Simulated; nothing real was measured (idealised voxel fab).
Process module in this document: voxel local oxidation
Section cut is 175 nm wide and gridded with 5 nm square cells.
Reading order for cross-sections: top band down to bottom band. Underlying form: a grid of square cells. Band size: one or more rows of cells.
Heads up on the band format: heights come first, top then bottom, in nm. After that it's the materials left to right, each with its width in nm. A single material flagged "full width" fills the whole band edge to edge, and "blank" means there's empty space there.
Where do heights start? At 0: under that level the wafer as delivered is made of one material only. And the lowest band has no floor; it just carries on downward, as in "0 down".
Think of "30->40" as a width that walks from the first number to the second as you go down the band, top row to bottom row, taking equal-sized steps from row to row.
You'll sometimes find "changes: none" written for a step, and that's the way of saying that nowhere in the cross-section did a cell change during that step.
Entry "Internal closed voids" = empty spaces >= 8 cells with no open way to the top; each as width x height at distance, distance from left edge, all nm.
If you see something after the settings on a step's line, that's the simulator's own remark about that step.
"overlay nm", when on a step's line for a step with a mask, measures how far to the right of its planned place the mask lay; a negative measure means to the left.

## Intended process steps
step 1: RECEIVE: material Si
step 2: OXIDIZE: depth nm 5
step 3: CONFORMAL_DEP: material SiN, thk nm 15
step 4: PATTERN: tone cover, mask id ACTIVE, material resist, width nm 95, thk nm 20, overlay nm 0
step 5: DIRECTIONAL_ETCH: etch materials SiN, depth nm 15
step 6: STRIP: etch materials resist
step 7: SELECTIVE_ETCH: etch materials SiO2, depth nm 5
step 8: OXIDIZE: depth nm 15
step 9: STRIP: etch materials SiN

## The cross-section here shows the wafer as received, i.e. in its state after step 1
0 down = Si full width
Internal closed voids: none

## Wafer cross-section at module end: first of two, run to plan
0 to -5 = 45 of blank; 85 of SiO2; 45 of blank
-5 to -20 = 60 of SiO2; 55 of Si; 60 of SiO2
-20 down = Si full width
Internal closed voids: none

## Second of two wafers, module complete, sectioned: it shares the first wafer's start and plan but was run with one mistake
0 to -5 = 45 of blank; 85 of SiO2; 45 of blank
-5 to -25 = 65 of SiO2; 45 of Si; 65 of SiO2
-25 down = Si full width
Internal closed voids: none
Processing error: planned and actual differ for step 8; actual: OXIDIZE: depth nm 20
Wafer comparison, final, in cells, second relative to first, materials more or fewer: -32 Si; +32 SiO2
